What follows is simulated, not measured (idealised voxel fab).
The following process module bears the name voxel tone inversion.
Cross-sectional view cut (width: 265 nm; square cell size: 5 nm).
Reading order for cross-sections: top band down to bottom band. Underlying form: a grid of square cells. Band size: one or more rows of cells.
Top, bottom (nm), then materials left to right with widths (nm); lone material tagged "full width" fills the whole band edge to edge; "empty" = empty space.
Convention: height 0 is the level below which the wafer, as received, is all one material. The lowest band does not terminate at the bottom but continues downward, represented as "top 0, no bottom".
Think of "30->40" as a width that walks from the first number to the second as you go down the band, top row to bottom row, taking equal-sized steps from row to row.
The designation "stayed the same", where it is given for a processing step, indicates that no cell of the cross-section was altered in the course of that step.
Basically, "Closed internal cavities" tells you about the enclosed voids: empty spaces with no open way to the top, 8 cells or bigger, each written width x height at distance, where distance is from the left edge, all in nm.
Past the settings on a step's line: simulator remark, on that step.
overlay nm, on a step with a mask: how far to the right of its planned place the mask lay; to the left if negative

**This section lists the process steps that were planned**
step 1: RECEIVE: material Si
step 2: CONFORMAL_DEP: material SiCN, thk nm 5
step 3: DIRECTIONAL_DEP: material aC, thk nm 20
step 4: PATTERN: tone cover, mask id POSTS, material resist, width nm 15, pitch nm 35, thk nm 25, overlay nm 0
step 5: DIRECTIONAL_ETCH: etch materials aC, depth nm 20
step 6: STRIP: etch materials resist
step 7: FILL_DEP: material SiO2, thk nm 5
step 8: CMP: height nm 25
step 9: STRIP: etch materials aC

**Account of the first of two wafers, which was processed as intended**

**Wafer as received: cross-section following step 1**
top 0, no bottom | Si full width
Closed internal cavities: none

**Step 2 done - wafer cross-section**
top 5, bottom 0 | SiCN full width
At heights below 0, the structure remains unaltered.

**Step 3 done - wafer cross-section**
top 25, bottom 5 | aC full width
At heights below 5, the structure remains unaltered.

**Step 4 done - wafer cross-section**
top 50, bottom 25 | empty (105) | resist (15) | empty (20) | resist (15) | empty (110)
At heights below 25, the structure remains unaltered.

**Step 5 done - wafer cross-section**
top 30, bottom 25 | empty (105) | resist (15) | empty (20) | resist (15) | empty (110)
top 25, bottom 5 | empty (105) | aC (15) | empty (20) | aC (15) | empty (110)
At heights below 5, the structure remains unaltered.

**Step 6 done - wafer cross-section**
top 25, bottom 5 | empty (105) | aC (15) | empty (20) | aC (15) | empty (110)
At heights below 5, the structure remains unaltered.

**Step 7 done - wafer cross-section**
top 30, bottom 25 | SiO2 full width
top 25, bottom 5 | SiO2 (105) | aC (15) | SiO2 (20) | aC (15) | SiO2 (110)
At heights below 5, the structure remains unaltered.

**Step 8 done - wafer cross-section**
top 25, bottom 5 | SiO2 (105) | aC (15) | SiO2 (20) | aC (15) | SiO2 (110)
At heights below 5, the structure remains unaltered.

**Step 9 done - wafer cross-section**
top 25, bottom 5 | SiO2 (105) | empty (15) | SiO2 (20) | empty (15) | SiO2 (110)
At heights below 5, the structure remains unaltered.

**The Second Wafer: Common Origin and Plan, One Mistake in Execution, Identical to the First Through Step 1**

**The second wafer cut through, at the time step 2 was supposed to be finished**
top 20, bottom 0 | aC full width
At heights below 0, the structure remains unaltered.

**The second wafer cut through, at the time step 3 was supposed to be finished**
top 25, bottom 20 | SiCN full width
At heights below 20, the structure remains unaltered.

**The second wafer cut through, at the time step 4 was supposed to be finished**
top 50, bottom 25 | empty (105) | resist (15) | empty (20) | resist (15) | empty (110)
At heights below 25, the structure remains unaltered.

**The second wafer cut through, at the time step 5 was supposed to be finished**
top 30, bottom 25 | empty (105) | resist (15) | empty (20) | resist (15) | empty (110)
At heights below 25, the structure remains unaltered.

**The second wafer cut through, at the time step 6 was supposed to be finished**
top 25, bottom 20 | SiCN full width
At heights below 20, the structure remains unaltered.

**The second wafer cut through, at the time step 7 was supposed to be finished**
top 30, bottom 25 | SiO2 full width
At heights below 25, the structure remains unaltered.

**The second wafer cut through, at the time step 8 was supposed to be finished**
top 25, bottom 20 | SiCN full width
At heights below 20, the structure remains unaltered.

The second wafer cut through, at the time step 9 was supposed to be finished: stayed the same
Diagnosis: step 3 occupied the plan position of step 2, and the converse holds as well
Final cells, second wafer relative to first, materials higher or lower: SiO2 -188; aC +212
